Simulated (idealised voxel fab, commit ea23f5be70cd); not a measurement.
Title: Process Module voxel plated lines
Displayed cross-section: cut, width of 155 nm, square cells sized 5 nm.
Think of the cross-section as a grid of square cells. We describe it in bands, top to bottom, and each band covers one or more rows of those cells. For a band, the entry starts with two heights in nm, that of the top and then that of the bottom, and carries on with the band's materials in order from left to right, each alongside its width in nm; the word "throughout" beside a single material means it fills the band edge to edge, and "empty" means empty space. Heights are reckoned from 0. Under this level, the received wafer is all of one material. The bottommost band is open-ended downward, for example "from 0 down". A width given as "30 to 40" starts at the first number in the band's top row and ends at the second number in its bottom row, shifting by an equal amount at every step from row to row. No cell of the cross-section changed in a step that is given as "all unchanged". This entry, "Unvented internal voids", enumerates those empty regions of no fewer than 8 cells that possess no open connection to the top. Each region is reported in the form width x height at distance, the distance being taken from the left edge, with all three quantities expressed in nm. Where a step's line continues beyond its settings, the continuation is a remark by the simulator itself on that step. overlay nm: for a step with a mask, the amount by which the mask lay right of where it was planned; a negative amount means left of it.
Intended process steps:
1: RECEIVE (material Si)
2: CONFORMAL_DEP (material SiN; thk nm 15)
3: DIRECTIONAL_DEP (material TiN; thk nm 5)
4: PATTERN (tone open; mask id LINES; material resist; width nm 25; pitch nm 40; thk nm 25; overlay nm 0)
5: EPI (material Ru; thk nm 10)
6: EPI (material Ru; thk nm 5)
7: STRIP (etch materials resist)
8: DIRECTIONAL_ETCH (etch materials TiN; depth nm 5)
9: CONFORMAL_DEP (material SiO2; thk nm 10)
Wafer cross-section on receipt, i.e. after step 1:
    from 0 down | Si throughout
    Unvented internal voids: none
Cross-section taken at module completion on the first of two wafers; processed per the plan:
    from 45 to 35 | empty=35, SiO2=85, empty=35
    from 35 to 25 | empty=35, SiO2=10, Ru=25, SiO2=15, Ru=25, SiO2=10, empty=35
    from 25 to 20 | SiO2=45, Ru=25, SiO2=15, Ru=25, SiO2=45
    from 20 to 15 | SiO2=45, TiN=25, SiO2=15, TiN=25, SiO2=45
    from 15 to 0 | SiN throughout
    from 0 down | Si throughout
    Unvented internal voids: none
Here is the second of the two wafers cut open at the end of the module - same start, same plan as the first one, but we made one mistake running it:
    from 45 to 35 | SiO2=55, empty=5, SiO2=35, empty=5, SiO2=55
    from 35 to 25 | Ru=45, SiO2=10, empty=5, SiO2=10, Ru=15, SiO2=10, empty=5, SiO2=10, Ru=45
    from 25 to 20 | Ru=45, SiO2=25, Ru=15, SiO2=25, Ru=45
    from 20 to 15 | TiN=45, SiO2=25, TiN=15, SiO2=25, TiN=45
    from 15 to 0 | SiN throughout
    from 0 down | Si throughout
    Unvented internal voids: none
Want to know what went wrong? step 4 was processed under conditions differing from the plan, specifically as PATTERN (tone cover; mask id LINES; material resist; width nm 25; pitch nm 40; thk nm 25; overlay nm 0)
Wafer comparison, final, in cells, second relative to first, materials more or fewer: +33 Ru, +4 SiO2, +11 TiN
